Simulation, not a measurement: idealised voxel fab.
This is a process module. Its name is voxel spacer lines.
cross-section cut | 280 nm wide | cells 5 nm
Format of a cross-section: grid, square cells. Given as bands. Order: top down. Band: one or more rows of cells. It is stipulated that each band's entry specify, in nanometres, the height of the top of the band and then that of its bottom, followed by the materials of the band in left-to-right sequence, each together with its width in nanometres. A single material marked by the word "all across" is understood to fill the band from edge to edge; the word "air" is understood to denote empty space. Heights from 0 (as-received wafer is one material below). Bottom band endless downward, as "0 and below". Read "30 to 40" as a graded width: first number on top, second number at the bottom, same change between each pair of neighbouring rows. "changes: none" -> step changed no cross-section cell. In "Cavities, closed" the enclosed voids are listed, meaning empty spaces of 8 cells or larger without any opening to the top. The form is width x height at distance, distance from the left edge, units nm. That trailing text on a step's line, after the settings, is the simulator's own remark on the step. overlay nm: on a step with a mask, how far right of its planned place the mask lay; negative means left.
### Process steps (planned)
1) RECEIVE, material Si
2) CONFORMAL_DEP, material SiO2, thk nm 5
3) DIRECTIONAL_DEP, material TiN, thk nm 10
4) DIRECTIONAL_DEP, material polySi, thk nm 25
5) PATTERN, tone cover, mask id MANDREL, material resist, width nm 15, pitch nm 50, thk nm 30, overlay nm 0
6) DIRECTIONAL_ETCH, etch materials polySi, depth nm 25
7) STRIP, etch materials resist
8) CONFORMAL_DEP, material SiN, thk nm 10
9) DIRECTIONAL_ETCH, etch materials SiN, depth nm 10
10) STRIP, etch materials polySi
11) DIRECTIONAL_ETCH, etch materials TiN, depth nm 10
12) STRIP, etch materials SiN
### Cross-section, incoming material, after step 1
0 and below | Si all across
Cavities, closed: none
### What the wafer looks like in cross-section after this module, when it starts as shown above and follows the plan above but one mistake is made in running it
25 down to 15 | 70 of air | 10 of TiN | 15 of air | 10 of TiN | 15 of air | 10 of TiN | 15 of air | 10 of TiN | 15 of air | 10 of TiN | 15 of air | 10 of TiN | 75 of air
15 down to 0 | SiO2 all across
0 and below | Si all across
Cavities, closed: none
Want to know what went wrong? step 2: run off-plan, actual operation and settings CONFORMAL_DEP, material SiO2, thk nm 15
